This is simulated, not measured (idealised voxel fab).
The name of this process module is voxel tone inversion.
For reference, the cross-section in this document is cut, with width 230 nm and square cells of 5 nm.
We lay out every cross-section as a grid of square cells and spell it out in bands from the top down, where one band means one or more rows of cells. A band entry consists of two parts. The first gives the height of the band's top and the height of its bottom, in nm. The rest lists the band's materials from left to right, each with its width in nm. A single material labelled with the word "all across" fills the band from edge to edge, and the word "empty" marks empty space. Height datum 0, below which the as-received substrate wafer is one material. Lowest band open at the bottom, running downward: "0 down". The width entry "30..40" should be interpreted row by row: the top row of cells in the band takes the first number, the bottom row takes the second number, and the change between adjacent rows is uniform throughout. "remains unaltered" (step): cross-section cells unchanged, all of them. Any empty space of 8 cells or more lacking an open way to the top shows up in "Enclosed void list" as width x height at distance, distance from the left edge, in nm. It should be noted that, on the line of a given step, the content following the step's settings is a remark produced by the simulator itself with respect to that step. Among the settings permitted on a step's line is "overlay nm"; applied to a step with a mask, it specifies the extent to which the mask lay to the right of its planned position, whereas a negative figure signifies a position to the left.
Process steps foreseen in the plan:
1. RECEIVE,material Si
2. CONFORMAL_DEP,material SiN,thk nm 5
3. DIRECTIONAL_DEP,material aC,thk nm 15
4. PATTERN,tone cover,mask id POSTS,material resist,width nm 25,pitch nm 40,thk nm 20,overlay nm 0
5. DIRECTIONAL_ETCH,etch materials aC,depth nm 15
6. STRIP,etch materials resist
7. FILL_DEP,material lowk,thk nm 10
8. CMP,height nm 20
9. STRIP,etch materials aC
10. CONFORMAL_DEP,material TiN,thk nm 5
11. FILL_DEP,material Ru,thk nm 5
12. CMP,height nm 20
13. CONFORMAL_DEP,material SiN,thk nm 5
So, the first of our two wafers, run just as we planned it:
Received-state cross-section, reflecting completion of step 1:
> 0 down: Si all across
> Enclosed void list: none
You're looking at a cross-section of the wafer after step 2:
> 5 to 0: SiN all across
> Below 0 it's all the same as before, nothing changed down there.
You're looking at a cross-section of the wafer after step 3:
> 20 to 5: aC all across
> Below 5 it's all the same as before, nothing changed down there.
You're looking at a cross-section of the wafer after step 4:
> 40 to 20: empty 80, then resist 25, then empty 15, then resist 25, then empty 85
> Below 20 it's all the same as before, nothing changed down there.
You're looking at a cross-section of the wafer after step 5:
> 25 to 20: empty 80, then resist 25, then empty 15, then resist 25, then empty 85
> 20 to 5: empty 80, then aC 25, then empty 15, then aC 25, then empty 85
> Below 5 it's all the same as before, nothing changed down there.
You're looking at a cross-section of the wafer after step 6:
> 20 to 5: empty 80, then aC 25, then empty 15, then aC 25, then empty 85
> Below 5 it's all the same as before, nothing changed down there.
You're looking at a cross-section of the wafer after step 7:
> 30 to 20: lowk all across
> 20 to 5: lowk 80, then aC 25, then lowk 15, then aC 25, then lowk 85
> Below 5 it's all the same as before, nothing changed down there.
You're looking at a cross-section of the wafer after step 8:
> 20 to 5: lowk 80, then aC 25, then lowk 15, then aC 25, then lowk 85
> Below 5 it's all the same as before, nothing changed down there.
You're looking at a cross-section of the wafer after step 9:
> 20 to 5: lowk 80, then empty 25, then lowk 15, then empty 25, then lowk 85
> Below 5 it's all the same as before, nothing changed down there.
You're looking at a cross-section of the wafer after step 10:
> 25 to 20: TiN 85, then empty 15, then TiN 25, then empty 15, then TiN 90
> 20 to 10: lowk 80, then TiN 5, then empty 15, then TiN 5, then lowk 15, then TiN 5, then empty 15, then TiN 5, then lowk 85
> 10 to 5: lowk 80, then TiN 25, then lowk 15, then TiN 25, then lowk 85
> Below 5 it's all the same as before, nothing changed down there.
You're looking at a cross-section of the wafer after step 11:
> 30 to 25: Ru all across
> 25 to 20: TiN 85, then Ru 15, then TiN 25, then Ru 15, then TiN 90
> 20 to 10: lowk 80, then TiN 5, then Ru 15, then TiN 5, then lowk 15, then TiN 5, then Ru 15, then TiN 5, then lowk 85
> Below 10 it's all the same as before, nothing changed down there.
You're looking at a cross-section of the wafer after step 12:
> 20 to 10: lowk 80, then TiN 5, then Ru 15, then TiN 5, then lowk 15, then TiN 5, then Ru 15, then TiN 5, then lowk 85
> Below 10 it's all the same as before, nothing changed down there.
You're looking at a cross-section of the wafer after step 13:
> 25 to 20: SiN all across
> Below 20 it's all the same as before, nothing changed down there.
Second Wafer (Identical Start and Plan, One Processing Error; Matches First Wafer Through Step 3):
Second wafer cross-section, taken as of the time the plan sets for step 4 to be done:
> 40 to 20: resist 80, then empty 25, then resist 15, then empty 25, then resist 85
> Below 20 it's all the same as before, nothing changed down there.
Second wafer cross-section, taken as of the time the plan sets for step 5 to be done:
> 25 to 20: resist 80, then empty 25, then resist 15, then empty 25, then resist 85
> 20 to 5: aC 80, then empty 25, then aC 15, then empty 25, then aC 85
> Below 5 it's all the same as before, nothing changed down there.
Second wafer cross-section, taken as of the time the plan sets for step 6 to be done:
> 20 to 5: aC 80, then empty 25, then aC 15, then empty 25, then aC 85
> Below 5 it's all the same as before, nothing changed down there.
Second wafer cross-section, taken as of the time the plan sets for step 7 to be done:
> 30 to 20: lowk all across
> 20 to 5: aC 80, then lowk 25, then aC 15, then lowk 25, then aC 85
> Below 5 it's all the same as before, nothing changed down there.
Second wafer cross-section, taken as of the time the plan sets for step 8 to be done:
> 20 to 5: aC 80, then lowk 25, then aC 15, then lowk 25, then aC 85
> Below 5 it's all the same as before, nothing changed down there.
Second wafer cross-section, taken as of the time the plan sets for step 9 to be done:
> 20 to 5: empty 80, then lowk 25, then empty 15, then lowk 25, then empty 85
> Below 5 it's all the same as before, nothing changed down there.
Second wafer cross-section, taken as of the time the plan sets for step 10 to be done:
> 25 to 20: empty 75, then TiN 35, then empty 5, then TiN 35, then empty 80
> 20 to 10: empty 75, then TiN 5, then lowk 25, then TiN 5, then empty 5, then TiN 5, then lowk 25, then TiN 5, then empty 80
> 10 to 5: TiN 80, then lowk 25, then TiN 15, then lowk 25, then TiN 85
> Below 5 it's all the same as before, nothing changed down there.
Second wafer cross-section, taken as of the time the plan sets for step 11 to be done:
> 30 to 25: Ru all across
> 25 to 20: Ru 75, then TiN 35, then Ru 5, then TiN 35, then Ru 80
> 20 to 10: Ru 75, then TiN 5, then lowk 25, then TiN 5, then Ru 5, then TiN 5, then lowk 25, then TiN 5, then Ru 80
> Below 10 it's all the same as before, nothing changed down there.
Second wafer cross-section, taken as of the time the plan sets for step 12 to be done:
> 20 to 10: Ru 75, then TiN 5, then lowk 25, then TiN 5, then Ru 5, then TiN 5, then lowk 25, then TiN 5, then Ru 80
> Below 10 it's all the same as before, nothing changed down there.
Second wafer cross-section, taken as of the time the plan sets for step 13 to be done:
> 25 to 20: SiN all across
> Below 20 it's all the same as before, nothing changed down there.
In executing the process, a mistake was made relative to the plan: contrary to plan, step 4 was performed as PATTERN,tone open,mask id POSTS,material resist,width nm 25,pitch nm 40,thk nm 20,overlay nm 0
The closing comparison, in cells, has the second wafer with more or fewer of some materials than the first: Ru +52; TiN +26; lowk -78
